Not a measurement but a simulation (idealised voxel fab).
The name of this process module is voxel self aligned contacts.
Section cut is 170 nm wide and gridded with 5 nm square cells.
A cross-section in this document is a grid of square cells, and it is written down as bands, the top band listed before the ones below it; a band is made up of one or more rows of cells. For a band, the entry starts with two heights in nm, that of the top and then that of the bottom, and carries on with the band's materials in order from left to right, each alongside its width in nm; the word "edge to edge" beside a single material means it fills the band edge to edge, and "air" means empty space. Heights from 0 (as-received wafer is one material below). Bottom band endless downward, as "z 0 and below". Read "30 to 40" as a graded width: first number on top, second number at the bottom, same change between each pair of neighbouring rows. When a step is marked "remained the same", none of the cells in the cross-section changed during that step. Closed empty spaces (no open way to the top) of 8 cells or more are what "Fully sealed voids" lists, each as width x height at distance from the left edge, nm for all three. Heads up: the bit after the settings on a step's line is the simulator's remark on that step. The "overlay nm" setting may appear on a step's line; for a step that uses a mask, it gives how far to the right of its planned position the mask lay, and a negative value indicates the left.
Intended process steps
1 RECEIVE,material Si
2 CONFORMAL_DEP,material SiO2,thk nm 5
3 DIRECTIONAL_DEP,material polySi,thk nm 30
4 DIRECTIONAL_DEP,material SiN,thk nm 25
5 MASKED_ETCH,tone cover,mask id GATE,width nm 30,pitch nm 70,etch materials SiN,depth nm 25,overlay nm 0
6 MASKED_ETCH,tone cover,mask id GATE,width nm 30,pitch nm 70,etch materials polySi,depth nm 30,overlay nm 0
7 CONFORMAL_DEP,material SiN,thk nm 10
8 DIRECTIONAL_ETCH,etch materials SiN,depth nm 10
9 FILL_DEP,material SiO2,thk nm 10
10 CMP,height nm 65
11 DIRECTIONAL_DEP,material aC,thk nm 15
12 PATTERN,tone open,mask id CONTACT,material resist,width nm 50,thk nm 35,overlay nm 0
13 DIRECTIONAL_ETCH,etch materials aC,depth nm 15
14 STRIP,etch materials resist
15 DIRECTIONAL_ETCH,etch materials SiO2,depth nm 65
16 STRIP,etch materials aC
17 CONFORMAL_DEP,material TiN,thk nm 5
18 FILL_DEP,material W,thk nm 5
19 CMP,height nm 65
20 CONFORMAL_DEP,material SiN,thk nm 5
Cross-section of the wafer at receipt, which is the condition after step 1
z 0 and below = Si edge to edge
Fully sealed voids: none
Cross-sectional result after module completion. Note: starting condition and plan are unchanged from above; one processing mistake was made
z 70 to 65 = SiN edge to edge
z 65 to 55 = 60 of SiO2  5 to 20 of TiN  40 to 10 of W  5 to 20 of TiN  60 of SiO2
z 55 to 30 = 25 of SiO2  50 of SiN  5 of TiN  10 of W  5 of TiN  50 of SiN  25 of SiO2
z 30 to 5 = 25 of SiO2  10 of SiN  30 of polySi  10 of SiN  5 of TiN  10 of W  5 of TiN  10 of SiN  30 of polySi  10 of SiN  25 of SiO2
z 5 to 0 = 25 of SiO2  10 of SiN  30 of polySi  10 of SiN  20 of TiN  10 of SiN  30 of polySi  10 of SiN  25 of SiO2
z 0 and below = Si edge to edge
Fully sealed voids: none
Plan not followed: plan step 2 skipped
